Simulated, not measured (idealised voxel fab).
voxel capacitor over wiring: a process module
This is section cut - it's 275 nm across, gridded in 5 nm square cells.
Cross-section layout: square cells on a grid; listed as bands, top to bottom; a band spans one or more cell rows. Quick guide to a band line: top height, bottom height (nm) up front; then every material left to right with its width in nm. Only one material and it's marked "throughout"? Then it fills the band edge to edge. And "blank" just means empty space. Convention: height 0 is the level below which the wafer, as received, is all one material. The lowest band does not terminate at the bottom but continues downward, represented as "z 0 and below". Quick explanation for "30..40": the width changes in equal steps down the rows of cells, from the first number in the band's top row to the second number in its bottom row. "remains unaltered" after a step means that no cell of the cross-section changed. Entry "Enclosed void entries". Content: empty spaces with no open connection to the top, size 8 cells or greater. Each: width x height at distance. Distance: from left edge. Unit: nm. Text after the settings on a step's line: the simulator's own remark on that step. overlay nm: where the mask lay relative to plan, measured to the right, on steps with a mask; negatives go left.

Intended process steps
1) RECEIVE,material Si
2) CONFORMAL_DEP,material SiO2,thk nm 15
3) DIRECTIONAL_DEP,material TiN,thk nm 5
4) DIRECTIONAL_DEP,material W,thk nm 20
5) MASKED_ETCH,tone cover,mask id METAL_1,width nm 30,pitch nm 90,etch materials W,depth nm 20,overlay nm 0
6) MASKED_ETCH,tone cover,mask id METAL_1,width nm 30,pitch nm 90,etch materials TiN,depth nm 5,overlay nm 0
7) CONFORMAL_DEP,material SiN,thk nm 5
8) FILL_DEP,material lowk,thk nm 10
9) CMP,height nm 40
10) CONFORMAL_DEP,material SiCN,thk nm 5
11) DIRECTIONAL_DEP,material lowk,thk nm 15
12) MASKED_ETCH,tone open,mask id PLUG_1,width nm 15,etch materials lowk,depth nm 15,overlay nm 0
13) MASKED_ETCH,tone open,mask id PLUG_1,width nm 15,etch materials SiCN,depth nm 5,overlay nm 0
14) EPI,material Ru,thk nm 10
15) EPI,material Ru,thk nm 10
16) DIRECTIONAL_DEP,material TiN,thk nm 10
17) DIRECTIONAL_DEP,material HfO2,thk nm 5
18) DIRECTIONAL_DEP,material TiN,thk nm 10
19) MASKED_ETCH,tone cover,mask id UPPER_PLATE,width nm 65,etch materials TiN,depth nm 10,overlay nm 0
20) MASKED_ETCH,tone cover,mask id UPPER_PLATE,width nm 65,etch materials HfO2,depth nm 5,overlay nm 0
21) PATTERN,tone cover,mask id LOWER_PLATE,material resist,width nm 75,thk nm 20,overlay nm 0
22) DIRECTIONAL_ETCH,etch materials TiN,depth nm 10
23) STRIP,etch materials resist
24) FILL_DEP,material SiO2,thk nm 15
25) CMP,height nm 95
26) DIRECTIONAL_DEP,material aC,thk nm 10
27) PATTERN,tone open,mask id PLUG_2,material resist,width nm 15,thk nm 30,overlay nm 0
28) DIRECTIONAL_ETCH,etch materials aC,depth nm 10
29) STRIP,etch materials resist
30) DIRECTIONAL_ETCH,etch materials SiO2,depth nm 10
31) STRIP,etch materials aC
32) CONFORMAL_DEP,material TiN,thk nm 5
33) FILL_DEP,material Ru,thk nm 5
34) CMP,height nm 95
35) CONFORMAL_DEP,material SiN,thk nm 5

Cross-section of the incoming wafer, state after step 1
* z 0 and below: Si throughout
* Enclosed void entries: none

First of two wafers at the end of the module, shown in cross-section; run carried out as planned
* z 100 to 95: SiN throughout
* z 95 to 90: SiO2=100  TiN=5  Ru=5  TiN=5  SiO2=160
* z 90 to 85: SiO2=100  TiN=15  SiO2=160
* z 85 to 75: SiO2=90  TiN=65  SiO2=120
* z 75 to 70: SiO2=90  HfO2=65  SiO2=120
* z 70 to 60: SiO2=85  TiN=75  SiO2=115
* z 60 to 45: lowk=90  Ru=15  lowk=170
* z 45 to 40: SiCN=90  Ru=15  SiCN=170
* z 40 to 20: lowk=70  SiN=5  W=30  SiN=5  lowk=50  SiN=5  W=30  SiN=5  lowk=75
* z 20 to 15: SiN=75  TiN=30  SiN=60  TiN=30  SiN=80
* z 15 to 0: SiO2 throughout
* z 0 and below: Si throughout
* Enclosed void entries: none

Cross-section, second wafer: same start as the first, same plan as the first, one mistake in running it; taken at the end of the module
* z 100 to 95: SiN throughout
* z 95 to 90: SiO2=100  TiN=5  Ru=5  TiN=5  SiO2=160
* z 90 to 80: SiO2=100..105  TiN=15..50  SiO2=160..120
* z 80 to 75: SiO2=90  TiN=65  SiO2=120
* z 75 to 70: SiO2=90  TiN=15  HfO2=50  SiO2=120
* z 70 to 65: SiO2=85  TiN=5  HfO2=15  TiN=55  SiO2=115
* z 65 to 60: SiO2=85  TiN=75  SiO2=115
* z 60 to 55: SiCN=90  TiN=15  SiCN=170
* z 55 to 40: lowk throughout
* z 40 to 20: lowk=70  SiN=5  W=30  SiN=5  lowk=50  SiN=5  W=30  SiN=5  lowk=75
* z 20 to 15: SiN=75  TiN=30  SiN=60  TiN=30  SiN=80
* z 15 to 0: SiO2 throughout
* z 0 and below: Si throughout
* Enclosed void entries: none
So what did we get wrong on this run? the intended sequence of steps 10 and 11 was reversed during processing, with each occupying the position of the other
Heads up, by the end the second wafer has more or fewer cells of some materials compared to the first: Ru -12; SiO2 +3; lowk +9
